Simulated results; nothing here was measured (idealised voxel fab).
Name of the process module below: voxel plated lines
230 nm wide, 5 nm square cells: that's cross-section cut.
Cross-section spec: square-cell grid; bands listed top down; each band is one or more rows.
Per band: top height and bottom height in nm, followed by the left-to-right materials and their widths in nm; "throughout" marks a single material spanning edge to edge, "blank" marks empty space.
Counting heights begins at 0, where everything beneath is, in the wafer as received, one material. The lowest band has no bottom; it goes on downwards, as "0 down" shows.
Quick explanation for "30..40": the width changes in equal steps down the rows of cells, from the first number in the band's top row to the second number in its bottom row.
The cross-section has no changed cell in any step marked "all unchanged".
For the entry "Cavities, sealed", the listed items are empty spaces with no open way to the top whose size is 8 cells or more; each item follows the pattern width x height at distance, where distance is from the left edge and all three are in nm.
If you see something after the settings on a step's line, that's the simulator's own remark about that step.
If you see "overlay nm" on a step's line and that step has a mask, it's telling you how far right of where it was planned the mask ended up; a negative number means it went left instead.

So here's the lineup of process steps we planned
step 1: RECEIVE: material Si
step 2: CONFORMAL_DEP: material SiN, thk nm 15
step 3: DIRECTIONAL_DEP: material TiN, thk nm 5
step 4: PATTERN: tone open, mask id LINES, material resist, width nm 15, pitch nm 35, thk nm 20, overlay nm 0
step 5: EPI: material Ru, thk nm 5
step 6: STRIP: etch materials resist
step 7: DIRECTIONAL_ETCH: etch materials TiN, depth nm 5
step 8: CONFORMAL_DEP: material SiN, thk nm 10

The first of a set of two wafers, run to plan

The cross-section here shows the wafer as received, i.e. in its state after step 1
0 down = Si throughout
Cavities, sealed: none

Cross-section of the wafer subsequent to step 2
15 to 0 = SiN throughout
Below 0 it's all the same as before, nothing changed down there.

Cross-section of the wafer subsequent to step 3
20 to 15 = TiN throughout
Below 15 it's all the same as before, nothing changed down there.

Cross-section of the wafer subsequent to step 4
40 to 20 = resist (55), blank (15), resist (20), blank (15), resist (20), blank (15), resist (20), blank (15), resist (55)
Below 20 it's all the same as before, nothing changed down there.

Cross-section of the wafer subsequent to step 5
40 to 25 = resist (55), blank (15), resist (20), blank (15), resist (20), blank (15), resist (20), blank (15), resist (55)
25 to 20 = resist (55), Ru (15), resist (20), Ru (15), resist (20), Ru (15), resist (20), Ru (15), resist (55)
Below 20 it's all the same as before, nothing changed down there.

Cross-section of the wafer subsequent to step 6
25 to 20 = blank (55), Ru (15), blank (20), Ru (15), blank (20), Ru (15), blank (20), Ru (15), blank (55)
Below 20 it's all the same as before, nothing changed down there.

Cross-section of the wafer subsequent to step 7
25 to 20 = blank (55), Ru (15), blank (20), Ru (15), blank (20), Ru (15), blank (20), Ru (15), blank (55)
20 to 15 = blank (55), TiN (15), blank (20), TiN (15), blank (20), TiN (15), blank (20), TiN (15), blank (55)
Below 15 it's all the same as before, nothing changed down there.

Cross-section of the wafer subsequent to step 8
35 to 25 = blank (45), SiN (140), blank (45)
25 to 20 = SiN (55), Ru (15), SiN (20), Ru (15), SiN (20), Ru (15), SiN (20), Ru (15), SiN (55)
20 to 15 = SiN (55), TiN (15), SiN (20), TiN (15), SiN (20), TiN (15), SiN (20), TiN (15), SiN (55)
Below 15 it's all the same as before, nothing changed down there.

Second wafer - shared start and plan with the first - one error in running - same as the first up to step 3 inclusive

Cross-section of the second wafer at the time by which step 4 should have been completed according to the plan
40 to 20 = resist (50), blank (15), resist (20), blank (15), resist (20), blank (15), resist (20), blank (15), resist (60)
Below 20 it's all the same as before, nothing changed down there.

Cross-section of the second wafer at the time by which step 5 should have been completed according to the plan
40 to 25 = resist (50), blank (15), resist (20), blank (15), resist (20), blank (15), resist (20), blank (15), resist (60)
25 to 20 = resist (50), Ru (15), resist (20), Ru (15), resist (20), Ru (15), resist (20), Ru (15), resist (60)
Below 20 it's all the same as before, nothing changed down there.

Cross-section of the second wafer at the time by which step 6 should have been completed according to the plan
25 to 20 = blank (50), Ru (15), blank (20), Ru (15), blank (20), Ru (15), blank (20), Ru (15), blank (60)
Below 20 it's all the same as before, nothing changed down there.

Cross-section of the second wafer at the time by which step 7 should have been completed according to the plan
25 to 20 = blank (50), Ru (15), blank (20), Ru (15), blank (20), Ru (15), blank (20), Ru (15), blank (60)
20 to 15 = blank (50), TiN (15), blank (20), TiN (15), blank (20), TiN (15), blank (20), TiN (15), blank (60)
Below 15 it's all the same as before, nothing changed down there.

Cross-section of the second wafer at the time by which step 8 should have been completed according to the plan
35 to 25 = blank (40), SiN (140), blank (50)
25 to 20 = SiN (50), Ru (15), SiN (20), Ru (15), SiN (20), Ru (15), SiN (20), Ru (15), SiN (60)
20 to 15 = SiN (50), TiN (15), SiN (20), TiN (15), SiN (20), TiN (15), SiN (20), TiN (15), SiN (60)
Below 15 it's all the same as before, nothing changed down there.
Plan not followed: it should be noted that step 4 was executed with settings other than those planned, the operation and settings actually applied being PATTERN: tone open, mask id LINES, material resist, width nm 15, pitch nm 35, thk nm 20, overlay nm -5
At the end, the second wafer has the same number of cells of each material as the first, but those cells sit in other places.
